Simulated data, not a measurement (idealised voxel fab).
Herein follows the process module entitled voxel tone inversion.
Displayed cross-section: cut, width of 180 nm, square cells sized 5 nm.
Each cross-section below is a grid of square cells, stated as bands in top-down order, with one or more rows of cells making up each band.
Quick guide to a band line: top height, bottom height (nm) up front; then every material left to right with its width in nm. Only one material and it's marked "edge to edge"? Then it fills the band edge to edge. And "blank" just means empty space.
Heads up on the height convention: 0 is the point under which the incoming wafer is all one material, and the lowest band has no bottom, it just keeps going down, like "0 nm and below".
Width "30->40": first value at the band's top row of cells, second value at its bottom row, equal change from row to row.
Take "left unchanged" at face value: in the step it is given for, the cross-section changed in none of its cells.
In the "Closed cavity list" entry, you get each enclosed empty space of 8 cells or more, one with no open way to the top, written width x height at distance, distance from the left edge, in nm.
On a step's line, text after the settings is the simulator commenting on that step.
overlay nm, on a step with a mask: how far to the right of its planned place the mask lay; to the left if negative

Planned step list for the process:
1. op RECEIVE | material Si
2. op CONFORMAL_DEP | material SiCN | thk nm 5
3. op DIRECTIONAL_DEP | material aC | thk nm 15
4. op PATTERN | tone cover | mask id POSTS | material resist | width nm 15 | pitch nm 45 | thk nm 25 | overlay nm 0
5. op DIRECTIONAL_ETCH | etch materials aC | depth nm 15
6. op STRIP | etch materials resist
7. op FILL_DEP | material SiO2 | thk nm 10
8. op CMP | height nm 20
9. op STRIP | etch materials aC

So this is the incoming wafer in cross-section - it's already been through step 1:
	0 nm and below: Si edge to edge
	Closed cavity list: none

Sectioned view, first of two wafers, at the close of the module, processed as intended in the plan:
	20 nm to 5 nm: 60 SiO2, then 15 blank, then 30 SiO2, then 15 blank, then 60 SiO2
	5 nm to 0 nm: SiCN edge to edge
	0 nm and below: Si edge to edge
	Closed cavity list: none

Second wafer through the module, sectioned at the end: same beginning and same plan as the first wafer, with one mistake in carrying it out:
	20 nm to 5 nm: 65 SiO2, then 15 blank, then 30 SiO2, then 15 blank, then 55 SiO2
	5 nm to 0 nm: SiCN edge to edge
	0 nm and below: Si edge to edge
	Closed cavity list: none
Misprocessing identified: contrary to plan, step 4 was performed as op PATTERN | tone cover | mask id POSTS | material resist | width nm 15 | pitch nm 45 | thk nm 25 | overlay nm 5
Matching per-material cell counts, mismatched positions: that is how the second wafer compares with the first at the end.
